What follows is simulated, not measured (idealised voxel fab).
Process module heading - voxel transistor to metal
Section cut is 170 nm wide and gridded with 5 nm square cells.
Cross-section spec: square-cell grid; bands listed top down; each band is one or more rows. The band entry comprises the height of the band's top followed by the height of its bottom, expressed in nm, and subsequently the band's materials from left to right, each stated together with its width in nm. Where a single material is marked with the word "throughout", that material fills the band from edge to edge. The word "blank" represents empty space. Height datum 0, below which the as-received substrate wafer is one material. Lowest band open at the bottom, running downward: "top 0, no bottom". The notation "30->40" denotes a width that varies across the rows of cells in the band, beginning at the first number in the top row, finishing at the second number in the bottom row, and changing by an identical amount from each row to the next. The cross-section has no changed cell in any step marked "no alteration". "Completely enclosed voids" enumerates empty spaces isolated from the top, with no open way to it, that contain at least 8 cells, giving each as width x height at distance from the left edge, all three in nm. That trailing text on a step's line, after the settings, is the simulator's own remark on the step. A step's line can hold "overlay nm"; with a mask on that step, the setting says how far right of the planned place the mask lay, while a negative setting says it lay to the left.

[Below is the list of planned process steps]
1: RECEIVE with material Si
2: OXIDIZE with depth nm 5
3: CONFORMAL_DEP with material SiN, thk nm 15
4: DIRECTIONAL_DEP with material aC, thk nm 15
5: PATTERN with tone cover, mask id ACTIVE, material resist, width nm 115, thk nm 30, overlay nm 0
6: DIRECTIONAL_ETCH with etch materials aC, depth nm 15
7: STRIP with etch materials resist
8: DIRECTIONAL_ETCH with etch materials SiN, depth nm 15
9: DIRECTIONAL_ETCH with etch materials SiO2, depth nm 5
10: DIRECTIONAL_ETCH with etch materials Si, depth nm 30
11: STRIP with etch materials aC
12: OXIDIZE with depth nm 5
13: FILL_DEP with material SiO2, thk nm 5
14: CMP with height nm 15
15: SELECTIVE_ETCH with etch materials SiO2, depth nm 10
16: STRIP with etch materials SiN
17: SELECTIVE_ETCH with etch materials SiO2, depth nm 5
18: OXIDIZE with depth nm 5
19: DIRECTIONAL_DEP with material polySi, thk nm 30
20: DIRECTIONAL_DEP with material SiCN, thk nm 10
21: DIRECTIONAL_DEP with material aC, thk nm 10
22: PATTERN with tone cover, mask id GATE, material resist, width nm 25, thk nm 30, overlay nm 0
23: DIRECTIONAL_ETCH with etch materials aC, depth nm 10
24: STRIP with etch materials resist
25: DIRECTIONAL_ETCH with etch materials SiCN, depth nm 20
26: DIRECTIONAL_ETCH with etch materials polySi, depth nm 40
27: STRIP with etch materials aC
28: CONFORMAL_DEP with material SiO2, thk nm 5
29: DIRECTIONAL_ETCH with etch materials SiO2, depth nm 5
30: CONFORMAL_DEP with material SiN, thk nm 5
31: DIRECTIONAL_ETCH with etch materials SiN, depth nm 5
32: DIRECTIONAL_ETCH with etch materials SiO2, depth nm 5
33: EPI with material nSi, thk nm 5
34: FILL_DEP with material SiO2, thk nm 5
35: CMP with height nm 35
36: DIRECTIONAL_DEP with material SiO2, thk nm 10
37: DIRECTIONAL_DEP with material aC, thk nm 10
38: PATTERN with tone open, mask id CONTACT, material resist, width nm 30, pitch nm 65, thk nm 30, overlay nm 0
39: DIRECTIONAL_ETCH with etch materials aC, depth nm 10
40: STRIP with etch materials resist
41: DIRECTIONAL_ETCH with etch materials SiO2, depth nm 50
42: STRIP with etch materials aC
43: CONFORMAL_DEP with material TiN, thk nm 5
44: FILL_DEP with material Ru, thk nm 10
45: CMP with height nm 45
46: DIRECTIONAL_DEP with material TiN, thk nm 5
47: DIRECTIONAL_DEP with material Ru, thk nm 20
48: MASKED_ETCH with tone cover, mask id METAL_1, width nm 15, pitch nm 80, etch materials Ru, depth nm 20, overlay nm 0
49: MASKED_ETCH with tone cover, mask id METAL_1, width nm 15, pitch nm 80, etch materials TiN, depth nm 5, overlay nm 0
50: FILL_DEP with material SiO2, thk nm 10
51: CMP with height nm 70
52: CONFORMAL_DEP with material SiCN, thk nm 5
53: DIRECTIONAL_DEP with material SiO2, thk nm 30
54: MASKED_ETCH with tone open, mask id METAL_2, width nm 15, pitch nm 80, etch materials SiO2, depth nm 15, overlay nm 0
55: DIRECTIONAL_DEP with material aC, thk nm 10
56: PATTERN with tone open, mask id METAL_2_HOLES, material resist, width nm 15, pitch nm 80, thk nm 25, overlay nm 0
57: DIRECTIONAL_ETCH with etch materials aC, depth nm 10
58: STRIP with etch materials resist
59: DIRECTIONAL_ETCH with etch materials SiO2, depth nm 15
60: DIRECTIONAL_ETCH with etch materials SiCN, depth nm 5
61: STRIP with etch materials aC
62: CONFORMAL_DEP with material TiN, thk nm 5
63: FILL_DEP with material Cu, thk nm 10
64: CMP with height nm 105
65: CONFORMAL_DEP with material SiN, thk nm 5

[On the first of the two wafers: run conducted according to plan]

[Cross-section, incoming material, after step 1]
> top 0, no bottom | Si throughout
> Completely enclosed voids: none

[Wafer section view after processing step 2]
> top 0, bottom -5 | SiO2 throughout
> Unchanged below -5.

[Wafer section view after processing step 3]
> top 15, bottom 0 | SiN throughout
> Unchanged below 0.

[Wafer section view after processing step 4]
> top 30, bottom 15 | aC throughout
> Unchanged below 15.

[Wafer section view after processing step 5]
> top 60, bottom 30 | blank 25; resist 115; blank 30
> Unchanged below 30.

[Wafer section view after processing step 6]
> top 45, bottom 30 | blank 25; resist 115; blank 30
> top 30, bottom 15 | blank 25; aC 115; blank 30
> Unchanged below 15.

[Wafer section view after processing step 7]
> top 30, bottom 15 | blank 25; aC 115; blank 30
> Unchanged below 15.

[Wafer section view after processing step 8]
> top 30, bottom 15 | blank 25; aC 115; blank 30
> top 15, bottom 0 | blank 25; SiN 115; blank 30
> Unchanged below 0.

[Wafer section view after processing step 9]
> top 30, bottom 15 | blank 25; aC 115; blank 30
> top 15, bottom 0 | blank 25; SiN 115; blank 30
> top 0, bottom -5 | blank 25; SiO2 115; blank 30
> Unchanged below -5.

[Wafer section view after processing step 10]
> top 30, bottom 15 | blank 25; aC 115; blank 30
> top 15, bottom 0 | blank 25; SiN 115; blank 30
> top 0, bottom -5 | blank 25; SiO2 115; blank 30
> top -5, bottom -35 | blank 25; Si 115; blank 30
> Unchanged below -35.

[Wafer section view after processing step 11]
> top 15, bottom 0 | blank 25; SiN 115; blank 30
> Unchanged below 0.

[Wafer section view after processing step 12]
> top 15, bottom 0 | blank 25; SiN 115; blank 30
> top 0, bottom -5 | blank 25; SiO2 115; blank 30
> top -5, bottom -35 | blank 25; SiO2 5; Si 105; SiO2 5; blank 30
> top -35, bottom -40 | SiO2 30; Si 105; SiO2 35
> Unchanged below -40.

[Wafer section view after processing step 13]
> top 20, bottom 15 | SiO2 throughout
> top 15, bottom 0 | SiO2 25; SiN 115; SiO2 30
> top 0, bottom -5 | SiO2 throughout
> top -5, bottom -40 | SiO2 30; Si 105; SiO2 35
> Unchanged below -40.

[Wafer section view after processing step 14]
> top 15, bottom 0 | SiO2 25; SiN 115; SiO2 30
> Unchanged below 0.

[Wafer section view after processing step 15]
> top 15, bottom 5 | blank 25; SiN 115; blank 30
> Unchanged below 5.

[Wafer section view after processing step 16]
> top 5, bottom 0 | SiO2 25; blank 115; SiO2 30
> Unchanged below 0.

[Wafer section view after processing step 17]
> top 0, bottom -5 | SiO2 20; blank 125; SiO2 25
> Unchanged below -5.

[Wafer section view after processing step 18]
> top 0, bottom -5 | SiO2 20; blank 125; SiO2 25
> top -5, bottom -10 | SiO2 throughout
> Unchanged below -10.

[Wafer section view after processing step 19]
> top 30, bottom 25 | polySi 20; blank 125; polySi 25
> top 25, bottom 0 | polySi throughout
> top 0, bottom -5 | SiO2 20; polySi 125; SiO2 25
> Unchanged below -5.

[Wafer section view after processing step 20]
> top 40, bottom 35 | SiCN 20; blank 125; SiCN 25
> top 35, bottom 30 | SiCN throughout
> top 30, bottom 25 | polySi 20; SiCN 125; polySi 25
> Unchanged below 25.

[Wafer section view after processing step 21]
> top 50, bottom 45 | aC 20; blank 125; aC 25
> top 45, bottom 40 | aC throughout
> top 40, bottom 35 | SiCN 20; aC 125; SiCN 25
> Unchanged below 35.

[Wafer section view after processing step 22]
> top 80, bottom 50 | blank 70; resist 25; blank 75
> top 50, bottom 45 | aC 20; blank 50; resist 25; blank 50; aC 25
> Unchanged below 45.

[Wafer section view after processing step 23]
> top 70, bottom 45 | blank 70; resist 25; blank 75
> top 45, bottom 40 | blank 70; aC 25; blank 75
> top 40, bottom 35 | SiCN 20; blank 50; aC 25; blank 50; SiCN 25
> Unchanged below 35.

[Wafer section view after processing step 24]
> top 45, bottom 40 | blank 70; aC 25; blank 75
> Unchanged below 40.

[Wafer section view after processing step 25]
> top 45, bottom 35 | blank 70; aC 25; blank 75
> top 35, bottom 30 | blank 70; SiCN 25; blank 75
> top 30, bottom 25 | polySi 20; blank 50; SiCN 25; blank 50; polySi 25
> Unchanged below 25.

[Wafer section view after processing step 26]
> top 45, bottom 35 | blank 70; aC 25; blank 75
> top 35, bottom 25 | blank 70; SiCN 25; blank 75
> top 25, bottom 0 | blank 70; polySi 25; blank 75
> top 0, bottom -5 | SiO2 20; blank 50; polySi 25; blank 50; SiO2 25
> Unchanged below -5.

[Wafer section view after processing step 27]
> top 35, bottom 25 | blank 70; SiCN 25; blank 75
> Unchanged below 25.

[Wafer section view after processing step 28]
> top 40, bottom 35 | blank 65; SiO2 35; blank 70
> top 35, bottom 25 | blank 65; SiO2 5; SiCN 25; SiO2 5; blank 70
> top 25, bottom 5 | blank 65; SiO2 5; polySi 25; SiO2 5; blank 70
> top 5, bottom 0 | SiO2 25; blank 40; SiO2 5; polySi 25; SiO2 5; blank 40; SiO2 30
> top 0, bottom -5 | SiO2 70; polySi 25; SiO2 75
> Unchanged below -5.

[Wafer section view after processing step 29]
> top 35, bottom 25 | blank 65; SiO2 5; SiCN 25; SiO2 5; blank 70
> top 25, bottom 0 | blank 65; SiO2 5; polySi 25; SiO2 5; blank 70
> top 0, bottom -5 | SiO2 25; blank 40; SiO2 5; polySi 25; SiO2 5; blank 40; SiO2 30
> Unchanged below -5.

[Wafer section view after processing step 30]
> top 40, bottom 35 | blank 60; SiN 45; blank 65
> top 35, bottom 25 | blank 60; SiN 5; SiO2 5; SiCN 25; SiO2 5; SiN 5; blank 65
> top 25, bottom 5 | blank 60; SiN 5; SiO2 5; polySi 25; SiO2 5; SiN 5; blank 65
> top 5, bottom 0 | SiN 30; blank 30; SiN 5; SiO2 5; polySi 25; SiO2 5; SiN 5; blank 30; SiN 35
> top 0, bottom -5 | SiO2 25; SiN 40; SiO2 5; polySi 25; SiO2 5; SiN 40; SiO2 30
> Unchanged below -5.

[Wafer section view after processing step 31]
> top 35, bottom 25 | blank 60; SiN 5; SiO2 5; SiCN 25; SiO2 5; SiN 5; blank 65
> top 25, bottom 0 | blank 60; SiN 5; SiO2 5; polySi 25; SiO2 5; SiN 5; blank 65
> top 0, bottom -5 | SiO2 25; SiN 5; blank 30; SiN 5; SiO2 5; polySi 25; SiO2 5; SiN 5; blank 30; SiN 5; SiO2 30
> Unchanged below -5.

[Wafer section view after processing step 32]
> top 35, bottom 30 | blank 60; SiN 5; blank 5; SiCN 25; blank 5; SiN 5; blank 65
> top 30, bottom 25 | blank 60; SiN 5; SiO2 5; SiCN 25; SiO2 5; SiN 5; blank 65
> top 25, bottom 0 | blank 60; SiN 5; SiO2 5; polySi 25; SiO2 5; SiN 5; blank 65
> top 0, bottom -5 | blank 25; SiN 5; blank 30; SiN 5; SiO2 5; polySi 25; SiO2 5; SiN 5; blank 30; SiN 5; blank 30
> top -5, bottom -10 | SiO2 30; blank 30; SiO2 45; blank 30; SiO2 35
> Unchanged below -10.

[Wafer section view after processing step 33]
> top 35, bottom 30 | blank 60; SiN 5; blank 5; SiCN 25; blank 5; SiN 5; blank 65
> top 30, bottom 25 | blank 60; SiN 5; SiO2 5; SiCN 25; SiO2 5; SiN 5; blank 65
> top 25, bottom 0 | blank 60; SiN 5; SiO2 5; polySi 25; SiO2 5; SiN 5; blank 65
> top 0, bottom -5 | blank 25; SiN 5; blank 30; SiN 5; SiO2 5; polySi 25; SiO2 5; SiN 5; blank 30; SiN 5; blank 30
> top -5, bottom -10 | SiO2 30; nSi 30; SiO2 45; nSi 30; SiO2 35
> Unchanged below -10.

[Wafer section view after processing step 34]
> top 40, bottom 35 | SiO2 throughout
> top 35, bottom 25 | SiO2 60; SiN 5; SiO2 5; SiCN 25; SiO2 5; SiN 5; SiO2 65
> top 25, bottom 0 | SiO2 60; SiN 5; SiO2 5; polySi 25; SiO2 5; SiN 5; SiO2 65
> top 0, bottom -5 | SiO2 25; SiN 5; SiO2 30; SiN 5; SiO2 5; polySi 25; SiO2 5; SiN 5; SiO2 30; SiN 5; SiO2 30
> Unchanged below -5.

[Wafer section view after processing step 35]
> top 35, bottom 25 | SiO2 60; SiN 5; SiO2 5; SiCN 25; SiO2 5; SiN 5; SiO2 65
> Unchanged below 25.

[Wafer section view after processing step 36]
> top 45, bottom 35 | SiO2 throughout
> Unchanged below 35.

[Wafer section view after processing step 37]
> top 55, bottom 45 | aC throughout
> Unchanged below 45.

[Wafer section view after processing step 38]
> top 85, bottom 55 | resist 35; blank 30; resist 35; blank 30; resist 40
> Unchanged below 55.

[Wafer section view after processing step 39]
> top 75, bottom 55 | resist 35; blank 30; resist 35; blank 30; resist 40
> top 55, bottom 45 | aC 35; blank 30; aC 35; blank 30; aC 40
> Unchanged below 45.

[Wafer section view after processing step 40]
> top 55, bottom 45 | aC 35; blank 30; aC 35; blank 30; aC 40
> Unchanged below 45.

[Wafer section view after processing step 41]
> top 55, bottom 45 | aC 35; blank 30; aC 35; blank 30; aC 40
> top 45, bottom 35 | SiO2 35; blank 30; SiO2 35; blank 30; SiO2 40
> top 35, bottom 25 | SiO2 35; blank 25; SiN 5; SiO2 5; SiCN 25; SiO2 5; SiN 5; blank 25; SiO2 40
> top 25, bottom 0 | SiO2 35; blank 25; SiN 5; SiO2 5; polySi 25; SiO2 5; SiN 5; blank 25; SiO2 40
> top 0, bottom -5 | SiO2 25; SiN 5; SiO2 5; blank 25; SiN 5; SiO2 5; polySi 25; SiO2 5; SiN 5; blank 25; SiO2 5; SiN 5; SiO2 30
> Unchanged below -5.

[Wafer section view after processing step 42]
> top 45, bottom 35 | SiO2 35; blank 30; SiO2 35; blank 30; SiO2 40
> Unchanged below 35.

[Wafer section view after processing step 43]
> top 50, bottom 45 | TiN 40; blank 20; TiN 45; blank 20; TiN 45
> top 45, bottom 35 | SiO2 35; TiN 5; blank 20->15; TiN 5->10; SiO2 35; TiN 5->10; blank 20->15; TiN 5; SiO2 40
> top 35, bottom 25 | SiO2 35; TiN 5; blank 15; TiN 5; SiN 5; SiO2 5; SiCN 25; SiO2 5; SiN 5; TiN 5; blank 15; TiN 5; SiO2 40
> top 25, bottom 0 | SiO2 35; TiN 5; blank 15; TiN 5; SiN 5; SiO2 5; polySi 25; SiO2 5; SiN 5; TiN 5; blank 15; TiN 5; SiO2 40
> top 0, bottom -5 | SiO2 25; SiN 5; SiO2 5; TiN 25; SiN 5; SiO2 5; polySi 25; SiO2 5; SiN 5; TiN 25; SiO2 5; SiN 5; SiO2 30
> Unchanged below -5.

[Wafer section view after processing step 44]
> top 60, bottom 50 | Ru throughout
> top 50, bottom 45 | TiN 40; Ru 20; TiN 45; Ru 20; TiN 45
> top 45, bottom 35 | SiO2 35; TiN 5; Ru 20->15; TiN 5->10; SiO2 35; TiN 5->10; Ru 20->15; TiN 5; SiO2 40
> top 35, bottom 25 | SiO2 35; TiN 5; Ru 15; TiN 5; SiN 5; SiO2 5; SiCN 25; SiO2 5; SiN 5; TiN 5; Ru 15; TiN 5; SiO2 40
> top 25, bottom 0 | SiO2 35; TiN 5; Ru 15; TiN 5; SiN 5; SiO2 5; polySi 25; SiO2 5; SiN 5; TiN 5; Ru 15; TiN 5; SiO2 40
> Unchanged below 0.

[Wafer section view after processing step 45]
> top 45, bottom 35 | SiO2 35; TiN 5; Ru 20->15; TiN 5->10; SiO2 35; TiN 5->10; Ru 20->15; TiN 5; SiO2 40
> Unchanged below 35.

[Wafer section view after processing step 46]
> top 50, bottom 45 | TiN throughout
> Unchanged below 45.

[Wafer section view after processing step 47]
> top 70, bottom 50 | Ru throughout
> Unchanged below 50.

[Wafer section view after processing step 48]
> top 70, bottom 50 | blank 35; Ru 15; blank 65; Ru 15; blank 40
> Unchanged below 50.

[Wafer section view after processing step 49]
> top 70, bottom 50 | blank 35; Ru 15; blank 65; Ru 15; blank 40
> top 50, bottom 45 | blank 35; TiN 15; blank 65; TiN 15; blank 40
> Unchanged below 45.

[Wafer section view after processing step 50]
> top 80, bottom 70 | SiO2 throughout
> top 70, bottom 50 | SiO2 35; Ru 15; SiO2 65; Ru 15; SiO2 40
> top 50, bottom 45 | SiO2 35; TiN 15; SiO2 65; TiN 15; SiO2 40
> Unchanged below 45.

[Wafer section view after processing step 51]
> top 70, bottom 50 | SiO2 35; Ru 15; SiO2 65; Ru 15; SiO2 40
> Unchanged below 50.

[Wafer section view after processing step 52]
> top 75, bottom 70 | SiCN throughout
> Unchanged below 70.

[Wafer section view after processing step 53]
> top 105, bottom 75 | SiO2 throughout
> Unchanged below 75.

[Wafer section view after processing step 54]
> top 105, bottom 90 | SiO2 35; blank 15; SiO2 65; blank 15; SiO2 40
> Unchanged below 90.

[Wafer section view after processing step 55]
> top 115, bottom 105 | aC 35; blank 15; aC 65; blank 15; aC 40
> top 105, bottom 100 | SiO2 35; blank 15; SiO2 65; blank 15; SiO2 40
> top 100, bottom 90 | SiO2 35; aC 15; SiO2 65; aC 15; SiO2 40
> Unchanged below 90.

[Wafer section view after processing step 56]
> top 140, bottom 115 | resist 35; blank 15; resist 65; blank 15; resist 40
> Unchanged below 115.

[Wafer section view after processing step 57]
> top 130, bottom 115 | resist 35; blank 15; resist 65; blank 15; resist 40
> top 115, bottom 105 | aC 35; blank 15; aC 65; blank 15; aC 40
> top 105, bottom 90 | SiO2 35; blank 15; SiO2 65; blank 15; SiO2 40
> Unchanged below 90.

[Wafer section view after processing step 58]
> top 115, bottom 105 | aC 35; blank 15; aC 65; blank 15; aC 40
> Unchanged below 105.

[Wafer section view after processing step 59]
> top 115, bottom 105 | aC 35; blank 15; aC 65; blank 15; aC 40
> top 105, bottom 75 | SiO2 35; blank 15; SiO2 65; blank 15; SiO2 40
> Unchanged below 75.

[Wafer section view after processing step 60]
> top 115, bottom 105 | aC 35; blank 15; aC 65; blank 15; aC 40
> top 105, bottom 75 | SiO2 35; blank 15; SiO2 65; blank 15; SiO2 40
> top 75, bottom 70 | SiCN 35; blank 15; SiCN 65; blank 15; SiCN 40
> Unchanged below 70.

[Wafer section view after processing step 61]
> top 105, bottom 75 | SiO2 35; blank 15; SiO2 65; blank 15; SiO2 40
> Unchanged below 75.

[Wafer section view after processing step 62]
> top 110, bottom 105 | TiN 40; blank 5; TiN 75; blank 5; TiN 45
> top 105, bottom 75 | SiO2 35; TiN 5; blank 5; TiN 5; SiO2 65; TiN 5; blank 5; TiN 5; SiO2 40
> top 75, bottom 70 | SiCN 35; TiN 15; SiCN 65; TiN 15; SiCN 40
> Unchanged below 70.

[Wafer section view after processing step 63]
> top 120, bottom 110 | Cu throughout
> top 110, bottom 105 | TiN 40; Cu 5; TiN 75; Cu 5; TiN 45
> top 105, bottom 75 | SiO2 35; TiN 5; Cu 5; TiN 5; SiO2 65; TiN 5; Cu 5; TiN 5; SiO2 40
> Unchanged below 75.

[Wafer section view after processing step 64]
> top 105, bottom 75 | SiO2 35; TiN 5; Cu 5; TiN 5; SiO2 65; TiN 5; Cu 5; TiN 5; SiO2 40
> Unchanged below 75.

[Wafer section view after processing step 65]
> top 110, bottom 105 | SiN throughout
> Unchanged below 105.

[The second wafer: identical to the first at the outset and in its planned sequence, differing only in that one mistake was made during processing; up to and including step 44, its path is the first wafer's path]

Cross-section of the second wafer when, according to plan, step 45 should have finished: no alteration

[Cross-section of the second wafer when, according to plan, step 46 should have finished]
> top 65, bottom 60 | TiN throughout
> Unchanged below 60.

[Cross-section of the second wafer when, according to plan, step 47 should have finished]
> top 85, bottom 65 | Ru throughout
> Unchanged below 65.

[Cross-section of the second wafer when, according to plan, step 48 should have finished]
> top 85, bottom 65 | blank 35; Ru 15; blank 65; Ru 15; blank 40
> Unchanged below 65.

[Cross-section of the second wafer when, according to plan, step 49 should have finished]
> top 85, bottom 65 | blank 35; Ru 15; blank 65; Ru 15; blank 40
> top 65, bottom 60 | blank 35; TiN 15; blank 65; TiN 15; blank 40
> Unchanged below 60.

[Cross-section of the second wafer when, according to plan, step 50 should have finished]
> top 95, bottom 85 | SiO2 throughout
> top 85, bottom 65 | SiO2 35; Ru 15; SiO2 65; Ru 15; SiO2 40
> top 65, bottom 60 | SiO2 35; TiN 15; SiO2 65; TiN 15; SiO2 40
> Unchanged below 60.

[Cross-section of the second wafer when, according to plan, step 51 should have finished]
> top 70, bottom 65 | SiO2 35; Ru 15; SiO2 65; Ru 15; SiO2 40
> Unchanged below 65.

[Cross-section of the second wafer when, according to plan, step 52 should have finished]
> top 75, bottom 70 | SiCN throughout
> Unchanged below 70.

[Cross-section of the second wafer when, according to plan, step 53 should have finished]
> top 105, bottom 75 | SiO2 throughout
> Unchanged below 75.

[Cross-section of the second wafer when, according to plan, step 54 should have finished]
> top 105, bottom 90 | SiO2 35; blank 15; SiO2 65; blank 15; SiO2 40
> Unchanged below 90.

[Cross-section of the second wafer when, according to plan, step 55 should have finished]
> top 115, bottom 105 | aC 35; blank 15; aC 65; blank 15; aC 40
> top 105, bottom 100 | SiO2 35; blank 15; SiO2 65; blank 15; SiO2 40
> top 100, bottom 90 | SiO2 35; aC 15; SiO2 65; aC 15; SiO2 40
> Unchanged below 90.

[Cross-section of the second wafer when, according to plan, step 56 should have finished]
> top 140, bottom 115 | resist 35; blank 15; resist 65; blank 15; resist 40
> Unchanged below 115.

[Cross-section of the second wafer when, according to plan, step 57 should have finished]
> top 130, bottom 115 | resist 35; blank 15; resist 65; blank 15; resist 40
> top 115, bottom 105 | aC 35; blank 15; aC 65; blank 15; aC 40
> top 105, bottom 90 | SiO2 35; blank 15; SiO2 65; blank 15; SiO2 40
> Unchanged below 90.

[Cross-section of the second wafer when, according to plan, step 58 should have finished]
> top 115, bottom 105 | aC 35; blank 15; aC 65; blank 15; aC 40
> Unchanged below 105.

[Cross-section of the second wafer when, according to plan, step 59 should have finished]
> top 115, bottom 105 | aC 35; blank 15; aC 65; blank 15; aC 40
> top 105, bottom 75 | SiO2 35; blank 15; SiO2 65; blank 15; SiO2 40
> Unchanged below 75.

[Cross-section of the second wafer when, according to plan, step 60 should have finished]
> top 115, bottom 105 | aC 35; blank 15; aC 65; blank 15; aC 40
> top 105, bottom 75 | SiO2 35; blank 15; SiO2 65; blank 15; SiO2 40
> top 75, bottom 70 | SiCN 35; blank 15; SiCN 65; blank 15; SiCN 40
> Unchanged below 70.

[Cross-section of the second wafer when, according to plan, step 61 should have finished]
> top 105, bottom 75 | SiO2 35; blank 15; SiO2 65; blank 15; SiO2 40
> Unchanged below 75.

[Cross-section of the second wafer when, according to plan, step 62 should have finished]
> top 110, bottom 105 | TiN 40; blank 5; TiN 75; blank 5; TiN 45
> top 105, bottom 75 | SiO2 35; TiN 5; blank 5; TiN 5; SiO2 65; TiN 5; blank 5; TiN 5; SiO2 40
> top 75, bottom 70 | SiCN 35; TiN 15; SiCN 65; TiN 15; SiCN 40
> Unchanged below 70.

[Cross-section of the second wafer when, according to plan, step 63 should have finished]
> top 120, bottom 110 | Cu throughout
> top 110, bottom 105 | TiN 40; Cu 5; TiN 75; Cu 5; TiN 45
> top 105, bottom 75 | SiO2 35; TiN 5; Cu 5; TiN 5; SiO2 65; TiN 5; Cu 5; TiN 5; SiO2 40
> Unchanged below 75.

[Cross-section of the second wafer when, according to plan, step 64 should have finished]
> top 105, bottom 75 | SiO2 35; TiN 5; Cu 5; TiN 5; SiO2 65; TiN 5; Cu 5; TiN 5; SiO2 40
> Unchanged below 75.

[Cross-section of the second wafer when, according to plan, step 65 should have finished]
> top 110, bottom 105 | SiN throughout
> Unchanged below 105.
Where did the run depart from the plan? heads up, step 45 of the plan was skipped and never actually ran
Final difference in cells, second wafer against first, listed per material as more or fewer: 58 more of Ru, 84 fewer of SiO2, 26 more of TiN
